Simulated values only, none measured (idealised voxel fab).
The process module that follows is named voxel gate over fins.
Section shown: cut. Width: 185 nm. Cell size: 5 nm, square.
Heads up, the way a cross-section reads in here is a grid of square cells, handed over as bands from the top down, with every band being one or more rows of cells.
Read a band's entry like this: the first values are the height of its top and the height of its bottom in nm, and what follows is the sequence of materials from left to right, each with its width in nm. Note that "empty" is empty space, and that a single material marked "everywhere" reaches across the band from edge to edge.
Counting heights begins at 0, where everything beneath is, in the wafer as received, one material. The lowest band has no bottom; it goes on downwards, as "top 0, no bottom" shows.
A width given as "30..40" starts at the first number in the band's top row and ends at the second number in its bottom row, shifting by an equal amount at every step from row to row.
Step marked "left unchanged"? Then no cell in the cross-section changed in it.
For the entry "Enclosed void catalog", the listed items are empty spaces with no open way to the top whose size is 8 cells or more; each item follows the pattern width x height at distance, where distance is from the left edge and all three are in nm.
Step line, after settings: the simulator's comment on this step.
"overlay nm", when on a step's line for a step with a mask, measures how far to the right of its planned place the mask lay; a negative measure means to the left.
Below is the list of planned process steps
| 1 | op RECEIVE | material Si |
| 2 | op CONFORMAL_DEP | material SiN | thk nm 5 |
| 3 | op PATTERN | tone cover | mask id FINS | material resist | width nm 15 | pitch nm 35 | thk nm 20 | overlay nm 0 |
| 4 | op DIRECTIONAL_ETCH | etch materials SiN | depth nm 5 |
| 5 | op DIRECTIONAL_ETCH | etch materials Si | depth nm 40 |
| 6 | op STRIP | etch materials resist |
| 7 | op FILL_DEP | material SiO2 | thk nm 10 |
| 8 | op CMP | height nm 5 |
| 9 | op SELECTIVE_ETCH | etch materials SiO2 | depth nm 15 |
| 10 | op STRIP | etch materials SiN |
| 11 | op CONFORMAL_DEP | material HfO2 | thk nm 5 |
| 12 | op CONFORMAL_DEP | material TiN | thk nm 5 |
| 13 | op FILL_DEP | material W | thk nm 10 |
| 14 | op CMP | height nm 15 |
| 15 | op CONFORMAL_DEP | material SiCN | thk nm 10 |
Step 1 complete: cross-section of the wafer as received
- top 0, no bottom  Si everywhere
- Enclosed void catalog: none
End-of-module cross-section of the first of two wafers, processed as planned
- top 25, bottom 15  SiCN everywhere
- top 15, bottom 10  W everywhere
- top 10, bottom 5  W: 40, TiN: 105, W: 40
- top 5, bottom 0  W: 40, TiN: 5, HfO2: 25, TiN: 10, HfO2: 25, TiN: 10, HfO2: 25, TiN: 5, W: 40
- top 0, bottom -5  TiN: 45, HfO2: 5, Si: 15, HfO2: 5, TiN: 10, HfO2: 5, Si: 15, HfO2: 5, TiN: 10, HfO2: 5, Si: 15, HfO2: 5, TiN: 45
- top -5, bottom -10  HfO2: 50, Si: 15, HfO2: 20, Si: 15, HfO2: 20, Si: 15, HfO2: 50
- top -10, bottom -40  SiO2: 50, Si: 15, SiO2: 20, Si: 15, SiO2: 20, Si: 15, SiO2: 50
- top -40, no bottom  Si everywhere
- Enclosed void catalog: none
Second wafer cross-section at end of module - shared start and plan with the first, one mistake in the run
- top 25, bottom 15  SiCN everywhere
- top 15, bottom 10  W everywhere
- top 10, bottom 5  W: 40, TiN: 110, W: 35
- top 5, bottom 0  W: 40, TiN: 5, HfO2: 30, TiN: 5, HfO2: 30, TiN: 5, HfO2: 30, TiN: 5, W: 35
- top 0, bottom -5  TiN: 45, HfO2: 5, Si: 20, HfO2: 5, TiN: 5, HfO2: 5, Si: 20, HfO2: 5, TiN: 5, HfO2: 5, Si: 20, HfO2: 5, TiN: 40
- top -5, bottom -10  HfO2: 50, Si: 20, HfO2: 15, Si: 20, HfO2: 15, Si: 20, HfO2: 45
- top -10, bottom -40  SiO2: 50, Si: 20, SiO2: 15, Si: 20, SiO2: 15, Si: 20, SiO2: 45
- top -40, no bottom  Si everywhere
- Enclosed void catalog: none
What went wrong in running the wafer? planned and actual differ for step 3; actual: op PATTERN | tone cover | mask id FINS | material resist | width nm 20 | pitch nm 35 | thk nm 20 | overlay nm 0
It is noted that, at the conclusion of processing, the second wafer exhibits a higher or lower cell count for certain materials relative to the first: Si +24 | SiO2 -18 | TiN -4 | W -2
